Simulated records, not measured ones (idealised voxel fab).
process module | voxel capacitor over wiring
Cross-section cut spans 195 nm and uses square cells 5 nm in size.
Cross-section format: a grid of square cells, given as bands from top to bottom; each band is one or more rows of cells. Heads up on the band format: heights come first, top then bottom, in nm. After that it's the materials left to right, each with its width in nm. A single material flagged "throughout" fills the whole band edge to edge, and "air" means there's empty space there. Below 0: as-received wafer, all one material; heights counted from there. Lowest band: no bottom, goes on down, written "from 0 down". Width: "30->40" (first number = top row, second number = bottom row, same change from row to row of cells). When a step is marked "nothing different", none of the cells in the cross-section changed during that step. The list in "Trapped cavities" covers empty spaces of 8 cells or more that cannot reach the top through any open way, and it gives each as width x height at distance; the distance is from the left edge, and width, height and distance are in nm. That trailing text on a step's line, after the settings, is the simulator's own remark on the step. The line of a step may include "overlay nm". On a step with a mask, this value is how far to the right of its planned place the mask lay. A negative value means the mask lay to the left. Pairs follow: section before one process step, section after it down to the lowest changed band, step with settings underneath. Pairs may come from different runs of this module on the same starting wafer; continuity with the pair above only as stated in the "Pre-processing view" entry.
-- Pre-processing view
- from 0 down  Si throughout
- Trapped cavities: none
-- Post-Step Snapshot
- from 15 to 0  SiO2 throughout
- Below a height of 0, the structure has not been altered.
- Trapped cavities: none
Which step turns the before cross-section above into the after cross-section? CONFORMAL_DEP | material SiO2 | thk nm 15
Pre-processing view: we pick up right where the pair above leaves off, with its after cross-section.
-- Post-Step Snapshot
- from 20 to 15  SiN throughout
- Below a height of 15, the structure has not been altered.
- Trapped cavities: none
Which step turns the before cross-section above into the after cross-section? CONFORMAL_DEP | material SiN | thk nm 5
Pre-processing view: we pick up right where the pair above leaves off, with its after cross-section.
-- Post-Step Snapshot
- from 35 to 20  lowk throughout
- Below a height of 20, the structure has not been altered.
- Trapped cavities: none
Which step turns the before cross-section above into the after cross-section? DIRECTIONAL_DEP | material lowk | thk nm 15
Pre-processing view: we pick up right where the pair above leaves off, with its after cross-section.
-- Post-Step Snapshot
- from 50 to 35  aC throughout
- Below a height of 35, the structure has not been altered.
- Trapped cavities: none
Which step turns the before cross-section above into the after cross-section? DIRECTIONAL_DEP | material aC | thk nm 15
Pre-processing view: we pick up right where the pair above leaves off, with its after cross-section.
-- Post-Step Snapshot
- from 80 to 50  resist: 40  air: 30  resist: 50  air: 30  resist: 45
- Below a height of 50, the structure has not been altered.
- Trapped cavities: none
Which step turns the before cross-section above into the after cross-section? PATTERN | tone open | mask id METAL_1 | material resist | width nm 30 | pitch nm 80 | thk nm 30 | overlay nm 0
Pre-processing view: we pick up right where the pair above leaves off, with its after cross-section.
-- Post-Step Snapshot
- from 65 to 50  resist: 40  air: 30  resist: 50  air: 30  resist: 45
- from 50 to 35  aC: 40  air: 30  aC: 50  air: 30  aC: 45
- Below a height of 35, the structure has not been altered.
- Trapped cavities: none
Which step turns the before cross-section above into the after cross-section? DIRECTIONAL_ETCH | etch materials aC | depth nm 15
Pre-processing view: we pick up right where the pair above leaves off, with its after cross-section.
-- Post-Step Snapshot
- from 50 to 35  aC: 40  air: 30  aC: 50  air: 30  aC: 45
- Below a height of 35, the structure has not been altered.
- Trapped cavities: none
Which step turns the before cross-section above into the after cross-section? STRIP | etch materials resist
Pre-processing view: we pick up right where the pair above leaves off, with its after cross-section.
-- Post-Step Snapshot
- from 50 to 35  aC: 40  air: 30  aC: 50  air: 30  aC: 45
- from 35 to 20  lowk: 40  air: 30  lowk: 50  air: 30  lowk: 45
- Below a height of 20, the structure has not been altered.
- Trapped cavities: none
Which step turns the before cross-section above into the after cross-section? DIRECTIONAL_ETCH | etch materials lowk | depth nm 15
Pre-processing view: we pick up right where the pair above leaves off, with its after cross-section.
-- Post-Step Snapshot
- from 50 to 35  aC: 40  air: 30  aC: 50  air: 30  aC: 45
- from 35 to 20  lowk: 40  air: 30  lowk: 50  air: 30  lowk: 45
- from 20 to 15  SiN: 40  air: 30  SiN: 50  air: 30  SiN: 45
- Below a height of 15, the structure has not been altered.
- Trapped cavities: none
Which step turns the before cross-section above into the after cross-section? DIRECTIONAL_ETCH | etch materials SiN | depth nm 5
Pre-processing view: we pick up right where the pair above leaves off, with its after cross-section.
-- Post-Step Snapshot
- from 35 to 20  lowk: 40  air: 30  lowk: 50  air: 30  lowk: 45
- Below a height of 20, the structure has not been altered.
- Trapped cavities: none
Which step turns the before cross-section above into the after cross-section? STRIP | etch materials aC
Pre-processing view: we pick up right where the pair above leaves off, with its after cross-section.
-- Post-Step Snapshot
- from 40 to 35  TiN: 45  air: 20  TiN: 60  air: 20  TiN: 50
- from 35 to 20  lowk: 40  TiN: 5  air: 20  TiN: 5  lowk: 50  TiN: 5  air: 20  TiN: 5  lowk: 45
- from 20 to 15  SiN: 40  TiN: 30  SiN: 50  TiN: 30  SiN: 45
- Below a height of 15, the structure has not been altered.
- Trapped cavities: none
Which step turns the before cross-section above into the after cross-section? CONFORMAL_DEP | material TiN | thk nm 5
Pre-processing view: we pick up right where the pair above leaves off, with its after cross-section.
-- Post-Step Snapshot
- from 50 to 40  Ru throughout
- from 40 to 35  TiN: 45  Ru: 20  TiN: 60  Ru: 20  TiN: 50
- from 35 to 20  lowk: 40  TiN: 5  Ru: 20  TiN: 5  lowk: 50  TiN: 5  Ru: 20  TiN: 5  lowk: 45
- Below a height of 20, the structure has not been altered.
- Trapped cavities: none
Which step turns the before cross-section above into the after cross-section? FILL_DEP | material Ru | thk nm 10
Pre-processing view: we pick up right where the pair above leaves off, with its after cross-section.
-- Post-Step Snapshot
- from 35 to 20  lowk: 40  TiN: 5  Ru: 20  TiN: 5  lowk: 50  TiN: 5  Ru: 20  TiN: 5  lowk: 45
- Below a height of 20, the structure has not been altered.
- Trapped cavities: none
Which step turns the before cross-section above into the after cross-section? CMP | height nm 35
Pre-processing view: we pick up right where the pair above leaves off, with its after cross-section.
-- Post-Step Snapshot
- from 40 to 35  SiCN throughout
- Below a height of 35, the structure has not been altered.
- Trapped cavities: none
Which step turns the before cross-section above into the after cross-section? CONFORMAL_DEP | material SiCN | thk nm 5
Pre-processing view: we pick up right where the pair above leaves off, with its after cross-section.
-- Post-Step Snapshot
- from 55 to 40  SiO2 throughout
- Below a height of 40, the structure has not been altered.
- Trapped cavities: none
Which step turns the before cross-section above into the after cross-section? DIRECTIONAL_DEP | material SiO2 | thk nm 15
Pre-processing view: we pick up right where the pair above leaves off, with its after cross-section.
-- Post-Step Snapshot
- from 55 to 40  SiO2: 55  air: 15  SiO2: 125
- Below a height of 40, the structure has not been altered.
- Trapped cavities: none
Which step turns the before cross-section above into the after cross-section? MASKED_ETCH | tone open | mask id PLUG_1 | width nm 15 | etch materials SiO2 | depth nm 15 | overlay nm 0
Pre-processing view: we pick up right where the pair above leaves off, with its after cross-section.
-- Post-Step Snapshot
- from 55 to 40  SiO2: 55  air: 15  SiO2: 125
- from 40 to 35  SiCN: 55  air: 15  SiCN: 125
- Below a height of 35, the structure has not been altered.
- Trapped cavities: none
Which step turns the before cross-section above into the after cross-section? MASKED_ETCH | tone open | mask id PLUG_1 | width nm 15 | etch materials SiCN | depth nm 5 | overlay nm 0
Pre-processing view: we pick up right where the pair above leaves off, with its after cross-section.
-- Post-Step Snapshot
- from 55 to 45  SiO2: 55  air: 15  SiO2: 125
- from 45 to 40  SiO2: 55  Ru: 15  SiO2: 125
- from 40 to 35  SiCN: 55  Ru: 15  SiCN: 125
- Below a height of 35, the structure has not been altered.
- Trapped cavities: none
Which step turns the before cross-section above into the after cross-section? EPI | material Ru | thk nm 10
Pre-processing view: we pick up right where the pair above leaves off, with its after cross-section.
-- Post-Step Snapshot
- from 55 to 40  SiO2: 55  Ru: 15  SiO2: 125
- Below a height of 40, the structure has not been altered.
- Trapped cavities: none
Which step turns the before cross-section above into the after cross-section? EPI | material Ru | thk nm 10
Pre-processing view: we pick up right where the pair above leaves off, with its after cross-section.
-- Post-Step Snapshot
- from 60 to 55  TiN throughout
- Below a height of 55, the structure has not been altered.
- Trapped cavities: none
Which step turns the before cross-section above into the after cross-section? DIRECTIONAL_DEP | material TiN | thk nm 5
Pre-processing view: we pick up right where the pair above leaves off, with its after cross-section.
-- Post-Step Snapshot
- from 65 to 60  HfO2 throughout
- Below a height of 60, the structure has not been altered.
- Trapped cavities: none
Which step turns the before cross-section above into the after cross-section? DIRECTIONAL_DEP | material HfO2 | thk nm 5
Pre-processing view: we pick up right where the pair above leaves off, with its after cross-section.
-- Post-Step Snapshot
- from 70 to 65  TiN throughout
- Below a height of 65, the structure has not been altered.
- Trapped cavities: none
Which step turns the before cross-section above into the after cross-section? DIRECTIONAL_DEP | material TiN | thk nm 5
Pre-processing view: we pick up right where the pair above leaves off, with its after cross-section.
-- Post-Step Snapshot
- from 70 to 65  air: 55  TiN: 55  air: 85
- Below a height of 65, the structure has not been altered.
- Trapped cavities: none
Which step turns the before cross-section above into the after cross-section? MASKED_ETCH | tone cover | mask id UPPER_PLATE | width nm 55 | etch materials TiN | depth nm 5 | overlay nm 0
Pre-processing view: we pick up right where the pair above leaves off, with its after cross-section.
-- Post-Step Snapshot
- from 70 to 65  air: 55  TiN: 55  air: 85
- from 65 to 60  air: 55  HfO2: 55  air: 85
- Below a height of 60, the structure has not been altered.
- Trapped cavities: none
Which step turns the before cross-section above into the after cross-section? MASKED_ETCH | tone cover | mask id UPPER_PLATE | width nm 55 | etch materials HfO2 | depth nm 5 | overlay nm 0
Pre-processing view: we pick up right where the pair above leaves off, with its after cross-section.
-- Post-Step Snapshot
- from 70 to 65  air: 55  TiN: 55  air: 85
- from 65 to 60  air: 55  HfO2: 55  air: 85
- from 60 to 55  air: 50  TiN: 65  air: 80
- Below a height of 55, the structure has not been altered.
- Trapped cavities: none
Which step turns the before cross-section above into the after cross-section? MASKED_ETCH | tone cover | mask id LOWER_PLATE | width nm 65 | etch materials TiN | depth nm 5 | overlay nm 0
Pre-processing view: we pick up right where the pair above leaves off, with its after cross-section.
-- Post-Step Snapshot
- from 90 to 70  SiO2 throughout
- from 70 to 65  SiO2: 55  TiN: 55  SiO2: 85
- from 65 to 60  SiO2: 55  HfO2: 55  SiO2: 85
- from 60 to 55  SiO2: 50  TiN: 65  SiO2: 80
- Below a height of 55, the structure has not been altered.
- Trapped cavities: none
Which step turns the before cross-section above into the after cross-section? FILL_DEP | material SiO2 | thk nm 20
Pre-processing view: we pick up right where the pair above leaves off, with its after cross-section.
-- Post-Step Snapshot
- from 85 to 70  SiO2 throughout
- Below a height of 70, the structure has not been altered.
- Trapped cavities: none
Which step turns the before cross-section above into the after cross-section? CMP | height nm 85
Pre-processing view: we pick up right where the pair above leaves off, with its after cross-section.
-- Post-Step Snapshot
- from 100 to 85  resist: 65  air: 15  resist: 115
- Below a height of 85, the structure has not been altered.
- Trapped cavities: none
Which step turns the before cross-section above into the after cross-section? PATTERN | tone open | mask id PLUG_2 | material resist | width nm 15 | thk nm 15 | overlay nm 0
Pre-processing view: we pick up right where the pair above leaves off, with its after cross-section.
-- Post-Step Snapshot
- from 100 to 85  resist: 65  air: 15  resist: 115
- from 85 to 70  SiO2: 65  air: 15  SiO2: 115
- Below a height of 70, the structure has not been altered.
- Trapped cavities: none
Which step turns the before cross-section above into the after cross-section? DIRECTIONAL_ETCH | etch materials SiO2 | depth nm 15
Pre-processing view: we pick up right where the pair above leaves off, with its after cross-section.
-- Post-Step Snapshot
- from 85 to 70  SiO2: 65  air: 15  SiO2: 115
- Below a height of 70, the structure has not been altered.
- Trapped cavities: none
Which step turns the before cross-section above into the after cross-section? STRIP | etch materials resist
Pre-processing view: we pick up right where the pair above leaves off, with its after cross-section.
-- Post-Step Snapshot
- from 90 to 85  TiN: 70  air: 5  TiN: 120
- from 85 to 75  SiO2: 65  TiN: 5  air: 5  TiN: 5  SiO2: 115
- from 75 to 65  SiO2: 65->55  TiN: 15->55  SiO2: 115->85
- Below a height of 65, the structure has not been altered.
- Trapped cavities: none
Which step turns the before cross-section above into the after cross-section? CONFORMAL_DEP | material TiN | thk nm 5
Pre-processing view: we pick up right where the pair above leaves off, with its after cross-section.
-- Post-Step Snapshot
- from 95 to 90  W throughout
- from 90 to 85  TiN: 70  W: 5  TiN: 120
- from 85 to 75  SiO2: 65  TiN: 5  W: 5  TiN: 5  SiO2: 115
- Below a height of 75, the structure has not been altered.
- Trapped cavities: none
Which step turns the before cross-section above into the after cross-section? FILL_DEP | material W | thk nm 5
Pre-processing view: we pick up right where the pair above leaves off, with its after cross-section.
-- Post-Step Snapshot
- from 85 to 75  SiO2: 65  TiN: 5  W: 5  TiN: 5  SiO2: 115
- Below a height of 75, the structure has not been altered.
- Trapped cavities: none
Which step turns the before cross-section above into the after cross-section? CMP | height nm 85
Pre-processing view: we pick up right where the pair above leaves off, with its after cross-section.
-- Post-Step Snapshot
- from 90 to 85  SiCN throughout
- Below a height of 85, the structure has not been altered.
- Trapped cavities: none
Which step turns the before cross-section above into the after cross-section? CONFORMAL_DEP | material SiCN | thk nm 5
-- Pre-processing view
- from 65 to 60  HfO2 throughout
- from 60 to 55  TiN throughout
- from 55 to 40  SiO2: 55  Ru: 15  SiO2: 125
- from 40 to 35  SiCN: 55  Ru: 15  SiCN: 125
- from 35 to 20  lowk: 40  TiN: 5  Ru: 20  TiN: 5  lowk: 50  TiN: 5  Ru: 20  TiN: 5  lowk: 45
- from 20 to 15  SiN: 40  TiN: 30  SiN: 50  TiN: 30  SiN: 45
- from 15 to 0  SiO2 throughout
- from 0 down  Si throughout
- Trapped cavities: none
-- Post-Step Snapshot
- from 65 to 60  air: 55  HfO2: 55  air: 85
- Below a height of 60, the structure has not been altered.
- Trapped cavities: none
Which step turns the before cross-section above into the after cross-section? MASKED_ETCH | tone cover | mask id UPPER_PLATE | width nm 55 | etch materials HfO2 | depth nm 5 | overlay nm 0
Pre-processing view: we pick up right where the pair above leaves off, with its after cross-section.
-- Post-Step Snapshot
- from 65 to 60  air: 55  HfO2: 55  air: 85
- from 60 to 55  air: 50  TiN: 65  air: 80
- Below a height of 55, the structure has not been altered.
- Trapped cavities: none
Which step turns the before cross-section above into the after cross-section? MASKED_ETCH | tone cover | mask id LOWER_PLATE | width nm 65 | etch materials TiN | depth nm 5 | overlay nm 0
Pre-processing view: we pick up right where the pair above leaves off, with its after cross-section.
-- Post-Step Snapshot
- from 85 to 65  SiO2 throughout
- from 65 to 60  SiO2: 55  HfO2: 55  SiO2: 85
- from 60 to 55  SiO2: 50  TiN: 65  SiO2: 80
- Below a height of 55, the structure has not been altered.
- Trapped cavities: none
Which step turns the before cross-section above into the after cross-section? FILL_DEP | material SiO2 | thk nm 20
Pre-processing view: we pick up right where the pair above leaves off, with its after cross-section.
-- Post-Step Snapshot
- from 100 to 85  resist: 65  air: 15  resist: 115
- Below a height of 85, the structure has not been altered.
- Trapped cavities: none
Which step turns the before cross-section above into the after cross-section? PATTERN | tone open | mask id PLUG_2 | material resist | width nm 15 | thk nm 15 | overlay nm 0
Pre-processing view: we pick up right where the pair above leaves off, with its after cross-section.
-- Post-Step Snapshot
- from 100 to 85  resist: 65  air: 15  resist: 115
- from 85 to 70  SiO2: 65  air: 15  SiO2: 115
- Below a height of 70, the structure has not been altered.
- Trapped cavities: none
Which step turns the before cross-section above into the after cross-section? DIRECTIONAL_ETCH | etch materials SiO2 | depth nm 15
Pre-processing view: we pick up right where the pair above leaves off, with its after cross-section.
-- Post-Step Snapshot
- from 85 to 70  SiO2: 65  air: 15  SiO2: 115
- Below a height of 70, the structure has not been altered.
- Trapped cavities: none
Which step turns the before cross-section above into the after cross-section? STRIP | etch materials resist
Pre-processing view: we pick up right where the pair above leaves off, with its after cross-section.
-- Post-Step Snapshot
- from 90 to 85  TiN: 70  air: 5  TiN: 120
- from 85 to 75  SiO2: 65  TiN: 5  air: 5  TiN: 5  SiO2: 115
- from 75 to 70  SiO2: 65  TiN: 15  SiO2: 115
- Below a height of 70, the structure has not been altered.
- Trapped cavities: none
Which step turns the before cross-section above into the after cross-section? CONFORMAL_DEP | material TiN | thk nm 5
Pre-processing view: we pick up right where the pair above leaves off, with its after cross-section.
-- Post-Step Snapshot
- from 95 to 90  W throughout
- from 90 to 85  TiN: 70  W: 5  TiN: 120
- from 85 to 75  SiO2: 65  TiN: 5  W: 5  TiN: 5  SiO2: 115
- Below a height of 75, the structure has not been altered.
- Trapped cavities: none
Which step turns the before cross-section above into the after cross-section? FILL_DEP | material W | thk nm 5
Pre-processing view: we pick up right where the pair above leaves off, with its after cross-section.
-- Post-Step Snapshot
- from 85 to 75  SiO2: 65  TiN: 5  W: 5  TiN: 5  SiO2: 115
- Below a height of 75, the structure has not been altered.
- Trapped cavities: none
Which step turns the before cross-section above into the after cross-section? CMP | height nm 85
Pre-processing view: we pick up right where the pair above leaves off, with its after cross-section.
-- Post-Step Snapshot
- from 90 to 85  SiCN throughout
- Below a height of 85, the structure has not been altered.
- Trapped cavities: none
Which step turns the before cross-section above into the after cross-section? CONFORMAL_DEP | material SiCN | thk nm 5
-- Pre-processing view
- from 55 to 40  SiO2: 55  Ru: 15  SiO2: 125
- from 40 to 35  SiCN: 55  Ru: 15  SiCN: 125
- from 35 to 20  lowk: 40  TiN: 5  Ru: 20  TiN: 5  lowk: 50  TiN: 5  Ru: 20  TiN: 5  lowk: 45
- from 20 to 15  SiN: 40  TiN: 30  SiN: 50  TiN: 30  SiN: 45
- from 15 to 0  SiO2 throughout
- from 0 down  Si throughout
- Trapped cavities: none
-- Post-Step Snapshot
- from 65 to 55  air: 45  Ru: 35  air: 115
- Below a height of 55, the structure has not been altered.
- Trapped cavities: none
Which step turns the before cross-section above into the after cross-section? EPI | material Ru | thk nm 10
Pre-processing view: we pick up right where the pair above leaves off, with its after cross-section.
-- Post-Step Snapshot
- from 70 to 65  air: 45  TiN: 35  air: 115
- from 65 to 60  air: 45  Ru: 35  air: 115
- from 60 to 55  TiN: 45  Ru: 35  TiN: 115
- Below a height of 55, the structure has not been altered.
- Trapped cavities: none
Which step turns the before cross-section above into the after cross-section? DIRECTIONAL_DEP | material TiN | thk nm 5
Pre-processing view: we pick up right where the pair above leaves off, with its after cross-section.
-- Post-Step Snapshot
- from 75 to 70  air: 45  HfO2: 35  air: 115
- from 70 to 65  air: 45  TiN: 35  air: 115
- from 65 to 60  HfO2: 45  Ru: 35  HfO2: 115
- Below a height of 60, the structure has not been altered.
- Trapped cavities: none
Which step turns the before cross-section above into the after cross-section? DIRECTIONAL_DEP | material HfO2 | thk nm 5
Pre-processing view: we pick up right where the pair above leaves off, with its after cross-section.
-- Post-Step Snapshot
- from 80 to 75  air: 45  TiN: 35  air: 115
- from 75 to 70  air: 45  HfO2: 35  air: 115
- from 70 to 65  TiN throughout
- Below a height of 65, the structure has not been altered.
- Trapped cavities: none
Which step turns the before cross-section above into the after cross-section? DIRECTIONAL_DEP | material TiN | thk nm 5
Pre-processing view: we pick up right where the pair above leaves off, with its after cross-section.
-- Post-Step Snapshot
- from 80 to 75  air: 55  TiN: 25  air: 115
- from 75 to 70  air: 45  HfO2: 35  air: 115
- from 70 to 65  air: 45  TiN: 65  air: 85
- Below a height of 65, the structure has not been altered.
- Trapped cavities: none
Which step turns the before cross-section above into the after cross-section? MASKED_ETCH | tone cover | mask id UPPER_PLATE | width nm 55 | etch materials TiN | depth nm 5 | overlay nm 0
Pre-processing view: we pick up right where the pair above leaves off, with its after cross-section.
-- Post-Step Snapshot
- from 80 to 75  air: 55  TiN: 25  air: 115
- from 75 to 70  air: 55  HfO2: 25  air: 115
- from 70 to 65  air: 45  TiN: 65  air: 85
- from 65 to 60  air: 45  Ru: 35  HfO2: 30  air: 85
- Below a height of 60, the structure has not been altered.
- Trapped cavities: none
Which step turns the before cross-section above into the after cross-section? MASKED_ETCH | tone cover | mask id UPPER_PLATE | width nm 55 | etch materials HfO2 | depth nm 5 | overlay nm 0
Pre-processing view: we pick up right where the pair above leaves off, with its after cross-section.
-- Post-Step Snapshot
- from 80 to 75  air: 55  TiN: 25  air: 115
- from 75 to 70  air: 55  HfO2: 25  air: 115
- from 70 to 65  air: 50  TiN: 60  air: 85
- from 65 to 60  air: 45  Ru: 35  HfO2: 30  air: 85
- from 60 to 55  air: 45  Ru: 35  TiN: 35  air: 80
- Below a height of 55, the structure has not been altered.
- Trapped cavities: none
Which step turns the before cross-section above into the after cross-section? MASKED_ETCH | tone cover | mask id LOWER_PLATE | width nm 65 | etch materials TiN | depth nm 5 | overlay nm 0
Pre-processing view: we pick up right where the pair above leaves off, with its after cross-section.
-- Post-Step Snapshot
- from 100 to 80  SiO2 throughout
- from 80 to 75  SiO2: 55  TiN: 25  SiO2: 115
- from 75 to 70  SiO2: 55  HfO2: 25  SiO2: 115
- from 70 to 65  SiO2: 50  TiN: 60  SiO2: 85
- from 65 to 60  SiO2: 45  Ru: 35  HfO2: 30  SiO2: 85
- from 60 to 55  SiO2: 45  Ru: 35  TiN: 35  SiO2: 80
- Below a height of 55, the structure has not been altered.
- Trapped cavities: none
Which step turns the before cross-section above into the after cross-section? FILL_DEP | material SiO2 | thk nm 20
Pre-processing view: we pick up right where the pair above leaves off, with its after cross-section.
-- Post-Step Snapshot
- from 85 to 80  SiO2 throughout
- Below a height of 80, the structure has not been altered.
- Trapped cavities: none
Which step turns the before cross-section above into the after cross-section? CMP | height nm 85
Pre-processing view: we pick up right where the pair above leaves off, with its after cross-section.
-- Post-Step Snapshot
- from 100 to 85  resist: 65  air: 15  resist: 115
- Below a height of 85, the structure has not been altered.
- Trapped cavities: none
Which step turns the before cross-section above into the after cross-section? PATTERN | tone open | mask id PLUG_2 | material resist | width nm 15 | thk nm 15 | overlay nm 0
Pre-processing view: we pick up right where the pair above leaves off, with its after cross-section.
-- Post-Step Snapshot
- from 100 to 85  resist: 65  air: 15  resist: 115
- from 85 to 80  SiO2: 65  air: 15  SiO2: 115
- Below a height of 80, the structure has not been altered.
- Trapped cavities: none
Which step turns the before cross-section above into the after cross-section? DIRECTIONAL_ETCH | etch materials SiO2 | depth nm 15
Pre-processing view: we pick up right where the pair above leaves off, with its after cross-section.
-- Post-Step Snapshot
- from 85 to 80  SiO2: 65  air: 15  SiO2: 115
- Below a height of 80, the structure has not been altered.
- Trapped cavities: none
Which step turns the before cross-section above into the after cross-section? STRIP | etch materials resist
Pre-processing view: we pick up right where the pair above leaves off, with its after cross-section.
-- Post-Step Snapshot
- from 90 to 85  TiN: 70  air: 5  TiN: 120
- from 85 to 75  SiO2: 65->55  TiN: 15->25  SiO2: 115
- Below a height of 75, the structure has not been altered.
- Trapped cavities: none
Which step turns the before cross-section above into the after cross-section? CONFORMAL_DEP | material TiN | thk nm 5
Pre-processing view: we pick up right where the pair above leaves off, with its after cross-section.
-- Post-Step Snapshot
- from 95 to 90  W throughout
- from 90 to 85  TiN: 70  W: 5  TiN: 120
- Below a height of 85, the structure has not been altered.
- Trapped cavities: none
Which step turns the before cross-section above into the after cross-section? FILL_DEP | material W | thk nm 5
Pre-processing view: we pick up right where the pair above leaves off, with its after cross-section.
-- Post-Step Snapshot
- from 85 to 75  SiO2: 65->55  TiN: 15->25  SiO2: 115
- Below a height of 75, the structure has not been altered.
- Trapped cavities: none
Which step turns the before cross-section above into the after cross-section? CMP | height nm 85
Pre-processing view: we pick up right where the pair above leaves off, with its after cross-section.
-- Post-Step Snapshot
- from 90 to 85  SiCN throughout
- Below a height of 85, the structure has not been altered.
- Trapped cavities: none
Which step turns the before cross-section above into the after cross-section? CONFORMAL_DEP | material SiCN | thk nm 5
-- Pre-processing view
- from 55 to 45  SiO2: 55  air: 15  SiO2: 125
- from 45 to 40  SiO2: 55  Ru: 15  SiO2: 125
- from 40 to 35  SiCN: 55  Ru: 15  SiCN: 125
- from 35 to 20  lowk: 40  TiN: 5  Ru: 20  TiN: 5  lowk: 50  TiN: 5  Ru: 20  TiN: 5  lowk: 45
- from 20 to 15  SiN: 40  TiN: 30  SiN: 50  TiN: 30  SiN: 45
- from 15 to 0  SiO2 throughout
- from 0 down  Si throughout
- Trapped cavities: none
-- Post-Step Snapshot
- from 60 to 55  TiN: 55  air: 15  TiN: 125
- from 55 to 50  SiO2: 55  air: 15  SiO2: 125
- from 50 to 45  SiO2: 55  TiN: 15  SiO2: 125
- Below a height of 45, the structure has not been altered.
- Trapped cavities: none
Which step turns the before cross-section above into the after cross-section? DIRECTIONAL_DEP | material TiN | thk nm 5
Pre-processing view: we pick up right where the pair above leaves off, with its after cross-section.
-- Post-Step Snapshot
- from 70 to 60  Ru throughout
- from 60 to 55  TiN: 55  Ru: 15  TiN: 125
- from 55 to 50  SiO2: 55  Ru: 15  SiO2: 125
- Below a height of 50, the structure has not been altered.
- Trapped cavities: none
Which step turns the before cross-section above into the after cross-section? EPI | material Ru | thk nm 10
Pre-processing view: we pick up right where the pair above leaves off, with its after cross-section.
-- Post-Step Snapshot
- from 75 to 70  HfO2 throughout
- Below a height of 70, the structure has not been altered.
- Trapped cavities: none
Which step turns the before cross-section above into the after cross-section? DIRECTIONAL_DEP | material HfO2 | thk nm 5
Pre-processing view: we pick up right where the pair above leaves off, with its after cross-section.
-- Post-Step Snapshot
- from 80 to 75  TiN throughout
- Below a height of 75, the structure has not been altered.
- Trapped cavities: none
Which step turns the before cross-section above into the after cross-section? DIRECTIONAL_DEP | material TiN | thk nm 5
Pre-processing view: we pick up right where the pair above leaves off, with its after cross-section.
-- Post-Step Snapshot
- from 80 to 75  air: 55  TiN: 55  air: 85
- Below a height of 75, the structure has not been altered.
- Trapped cavities: none
Which step turns the before cross-section above into the after cross-section? MASKED_ETCH | tone cover | mask id UPPER_PLATE | width nm 55 | etch materials TiN | depth nm 5 | overlay nm 0
Pre-processing view: we pick up right where the pair above leaves off, with its after cross-section.
-- Post-Step Snapshot
- from 80 to 75  air: 55  TiN: 55  air: 85
- from 75 to 70  air: 55  HfO2: 55  air: 85
- Below a height of 70, the structure has not been altered.
- Trapped cavities: none
Which step turns the before cross-section above into the after cross-section? MASKED_ETCH | tone cover | mask id UPPER_PLATE | width nm 55 | etch materials HfO2 | depth nm 5 | overlay nm 0
Pre-processing view: we pick up right where the pair above leaves off, with its after cross-section.
-- Post-Step Snapshot
- from 100 to 80  SiO2 throughout
- from 80 to 75  SiO2: 55  TiN: 55  SiO2: 85
- from 75 to 70  SiO2: 55  HfO2: 55  SiO2: 85
- Below a height of 70, the structure has not been altered.
- Trapped cavities: none
Which step turns the before cross-section above into the after cross-section? FILL_DEP | material SiO2 | thk nm 20
Pre-processing view: we pick up right where the pair above leaves off, with its after cross-section.
-- Post-Step Snapshot
- from 85 to 80  SiO2 throughout
- Below a height of 80, the structure has not been altered.
- Trapped cavities: none
Which step turns the before cross-section above into the after cross-section? CMP | height nm 85
Pre-processing view: we pick up right where the pair above leaves off, with its after cross-section.
-- Post-Step Snapshot
- from 100 to 85  resist: 65  air: 15  resist: 115
- Below a height of 85, the structure has not been altered.
- Trapped cavities: none
Which step turns the before cross-section above into the after cross-section? PATTERN | tone open | mask id PLUG_2 | material resist | width nm 15 | thk nm 15 | overlay nm 0
Pre-processing view: we pick up right where the pair above leaves off, with its after cross-section.
-- Post-Step Snapshot
- from 100 to 85  resist: 65  air: 15  resist: 115
- from 85 to 80  SiO2: 65  air: 15  SiO2: 115
- Below a height of 80, the structure has not been altered.
- Trapped cavities: none
Which step turns the before cross-section above into the after cross-section? DIRECTIONAL_ETCH | etch materials SiO2 | depth nm 15
Pre-processing view: we pick up right where the pair above leaves off, with its after cross-section.
-- Post-Step Snapshot
- from 85 to 80  SiO2: 65  air: 15  SiO2: 115
- Below a height of 80, the structure has not been altered.
- Trapped cavities: none
Which step turns the before cross-section above into the after cross-section? STRIP | etch materials resist
Pre-processing view: we pick up right where the pair above leaves off, with its after cross-section.
-- Post-Step Snapshot
- from 90 to 85  TiN: 70  air: 5  TiN: 120
- from 85 to 75  SiO2: 65->55  TiN: 15->55  SiO2: 115->85
- Below a height of 75, the structure has not been altered.
- Trapped cavities: none
Which step turns the before cross-section above into the after cross-section? CONFORMAL_DEP | material TiN | thk nm 5
Pre-processing view: we pick up right where the pair above leaves off, with its after cross-section.
-- Post-Step Snapshot
- from 95 to 90  W throughout
- from 90 to 85  TiN: 70  W: 5  TiN: 120
- Below a height of 85, the structure has not been altered.
- Trapped cavities: none
Which step turns the before cross-section above into the after cross-section? FILL_DEP | material W | thk nm 5
Pre-processing view: we pick up right where the pair above leaves off, with its after cross-section.
-- Post-Step Snapshot
- from 85 to 75  SiO2: 65->55  TiN: 15->55  SiO2: 115->85
- Below a height of 75, the structure has not been altered.
- Trapped cavities: none
Which step turns the before cross-section above into the after cross-section? CMP | height nm 85
Pre-processing view: we pick up right where the pair above leaves off, with its after cross-section.
-- Post-Step Snapshot
- from 90 to 85  SiCN throughout
- Below a height of 85, the structure has not been altered.
- Trapped cavities: none
Which step turns the before cross-section above into the after cross-section? CONFORMAL_DEP | material SiCN | thk nm 5
-- Pre-processing view
- from 85 to 75  SiO2: 65  TiN: 5  W: 5  TiN: 5  SiO2: 115
- from 75 to 65  SiO2: 65->55  TiN: 15->55  SiO2: 115->85
- from 65 to 60  SiO2: 55  HfO2: 55  SiO2: 85
- from 60 to 55  SiO2: 50  TiN: 65  SiO2: 80
- from 55 to 40  SiO2: 55  Ru: 15  SiO2: 125
- from 40 to 35  SiCN: 55  Ru: 15  SiCN: 125
- from 35 to 20  lowk: 40  TiN: 5  Ru: 20  TiN: 5  lowk: 50  TiN: 5  Ru: 20  TiN: 5  lowk: 45
- from 20 to 15  SiN: 40  TiN: 30  SiN: 50  TiN: 30  SiN: 45
- from 15 to 0  SiO2 throughout
- from 0 down  Si throughout
- Trapped cavities: none
-- Post-Step Snapshot
- from 100 to 85  SiCN throughout
- Below a height of 85, the structure has not been altered.
- Trapped cavities: none
Which step turns the before cross-section above into the after cross-section? CONFORMAL_DEP | material SiCN | thk nm 15
